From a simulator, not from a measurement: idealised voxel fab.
process module | voxel self aligned contacts
cross-section cut | 170 nm wide | cells 5 nm
A cross-section is a grid of square cells, given in bands from the top down. A band is one or more rows of cells.
Each band's line starts with the height of the band's top and of its bottom, in nm. Then come its materials from left to right, each with its width in nm. One material with "throughout" fills the band from edge to edge. "air" is empty space.
Height 0 is the level under which the wafer as received is all one material. The lowest band goes on downwards, as in "0 down".
A width such as "30 to 40" changes by the same amount from each row of cells to the next, from the band's top row to its bottom row.
"no change" after a step means that no cell of the cross-section changed.
closed voids: empty space of 8 cells or more with no open way to the top, each as width x height at its distance from the left edge, in nm
after a step's settings: what the simulator itself notes on the step
overlay nm, on a step with a mask: how far to the right of its planned place the mask lay; to the left if negative
plan
1 op RECEIVE | material Si
2 op OXIDIZE | depth nm 5
3 op DIRECTIONAL_DEP | material polySi | thk nm 30
4 op DIRECTIONAL_DEP | material SiN | thk nm 20
5 op PATTERN | tone cover | mask id GATE | material resist | width nm 25 | pitch nm 50 | thk nm 20 | overlay nm 0
6 op DIRECTIONAL_ETCH | etch materials SiN | depth nm 20
7 op DIRECTIONAL_ETCH | etch materials polySi | depth nm 30
8 op STRIP | etch materials resist
9 op CONFORMAL_DEP | material SiN | thk nm 5
10 op DIRECTIONAL_ETCH | etch materials SiN | depth nm 5
11 op FILL_DEP | material SiO2 | thk nm 15
12 op CMP | height nm 55
13 op MASKED_ETCH | tone open | mask id CONTACT | width nm 25 | etch materials SiO2 | depth nm 60 | overlay nm 0
14 op CONFORMAL_DEP | material TiN | thk nm 5
15 op FILL_DEP | material W | thk nm 10
16 op CMP | height nm 55
17 op CONFORMAL_DEP | material SiCN | thk nm 5
varied across the wafers: width nm of step 13. The plan shows the first wafer's value. All wafers start alike
first wafer as received, after step 1
  0 down: Si throughout
  closed voids: none
each wafer at the end: cells of each material gained (+) or lost (-) since it was received, then its closed voids
width nm 25 | -34 Si | +34 SiCN | +80 SiN | +230 SiO2 | +27 TiN | +11 W | +60 polySi | closed voids: none
width nm 30 | -34 Si | +34 SiCN | +80 SiN | +229 SiO2 | +28 TiN | +11 W | +60 polySi | closed voids: none
width nm 35 | -34 Si | +34 SiCN | +80 SiN | +228 SiO2 | +29 TiN | +11 W | +60 polySi | closed voids: none
width nm 40 | -34 Si | +34 SiCN | +80 SiN | +227 SiO2 | +30 TiN | +11 W | +60 polySi | closed voids: none
width nm 45 | -34 Si | +34 SiCN | +80 SiN | +226 SiO2 | +31 TiN | +11 W | +60 polySi | closed voids: none
width nm 50 | -34 Si | +34 SiCN | +80 SiN | +225 SiO2 | +32 TiN | +11 W | +60 polySi | closed voids: none
